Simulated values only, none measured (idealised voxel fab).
process module | voxel air gaps
cross-section cut | 240 nm wide | cells 5 nm
A cross-section is a grid of square cells, given in bands from the top down. A band is one or more rows of cells.
Each band's line starts with the height of the band's top and of its bottom, in nm. Then come its materials from left to right, each with its width in nm. One material with "throughout" fills the band from edge to edge. "air" is empty space.
Height 0 is the level under which the wafer as received is all one material. The lowest band goes on downwards, as in "0 down".
A width such as "30 to 40" changes by the same amount from each row of cells to the next, from the band's top row to its bottom row.
"no change" after a step means that no cell of the cross-section changed.
closed voids: empty space of 8 cells or more with no open way to the top, each as width x height at its distance from the left edge, in nm
after a step's settings: what the simulator itself notes on the step
overlay nm, on a step with a mask: how far to the right of its planned place the mask lay; to the left if negative
plan
1 op RECEIVE | material Si
2 op CONFORMAL_DEP | material SiO2 | thk nm 15
3 op CONFORMAL_DEP | material SiCN | thk nm 5
4 op DIRECTIONAL_DEP | material lowk | thk nm 30
5 op PATTERN | tone open | mask id LINES | material resist | width nm 15 | pitch nm 45 | thk nm 20 | overlay nm 0
6 op DIRECTIONAL_ETCH | etch materials lowk | depth nm 30
7 op STRIP | etch materials resist
8 op CONFORMAL_DEP | material TiN | thk nm 5
9 op FILL_DEP | material Cu | thk nm 10
10 op CMP | height nm 50
11 op EPI | material Ru | thk nm 10
12 op SELECTIVE_ETCH | etch materials lowk | depth nm 40
13 op CONFORMAL_DEP | material SiCN | thk nm 5
as received, after step 1
  0 down: Si throughout
  closed voids: none
first wafer at the end, as planned
  65 to 60: air 50 | SiCN 135 | air 55
  60 to 50: air 50 | SiCN 5 | Ru 35 | SiCN 10 | Ru 35 | SiCN 10 | Ru 35 | SiCN 5 | air 55
  50 to 45: air 50 | SiCN 15 | TiN 5 | Cu 5 | TiN 5 | SiCN 30 | TiN 5 | Cu 5 | TiN 5 | SiCN 30 | TiN 5 | Cu 5 | TiN 5 | SiCN 15 | air 55
  45 to 25: air 60 | SiCN 5 | TiN 5 | Cu 5 | TiN 5 | SiCN 5 | air 20 | SiCN 5 | TiN 5 | Cu 5 | TiN 5 | SiCN 5 | air 20 | SiCN 5 | TiN 5 | Cu 5 | TiN 5 | SiCN 5 | air 65
  25 to 20: SiCN 65 | TiN 15 | SiCN 30 | TiN 15 | SiCN 30 | TiN 15 | SiCN 70
  20 to 15: SiCN throughout
  15 to 0: SiO2 throughout
  0 down: Si throughout
  closed voids: 20 x 20 at 85; 20 x 20 at 130
second wafer at the end: like start, like plan, one mistake
  65 to 60: air 40 | SiCN 135 | air 65
  60 to 50: air 40 | SiCN 5 | Ru 35 | SiCN 10 | Ru 35 | SiCN 10 | Ru 35 | SiCN 5 | air 65
  50 to 45: air 40 | SiCN 15 | TiN 5 | Cu 5 | TiN 5 | SiCN 30 | TiN 5 | Cu 5 | TiN 5 | SiCN 30 | TiN 5 | Cu 5 | TiN 5 | SiCN 15 | air 65
  45 to 25: air 50 | SiCN 5 | TiN 5 | Cu 5 | TiN 5 | SiCN 5 | air 20 | SiCN 5 | TiN 5 | Cu 5 | TiN 5 | SiCN 5 | air 20 | SiCN 5 | TiN 5 | Cu 5 | TiN 5 | SiCN 5 | air 75
  25 to 20: SiCN 55 | TiN 15 | SiCN 30 | TiN 15 | SiCN 30 | TiN 15 | SiCN 80
  20 to 15: SiCN throughout
  15 to 0: SiO2 throughout
  0 down: Si throughout
  closed voids: 20 x 20 at 75; 20 x 20 at 120
what went wrong: step 5 ran as: op PATTERN | tone open | mask id LINES | material resist | width nm 15 | pitch nm 45 | thk nm 20 | overlay nm -10
at the end the second wafer has, in cells: as many of each material as the first, in other places
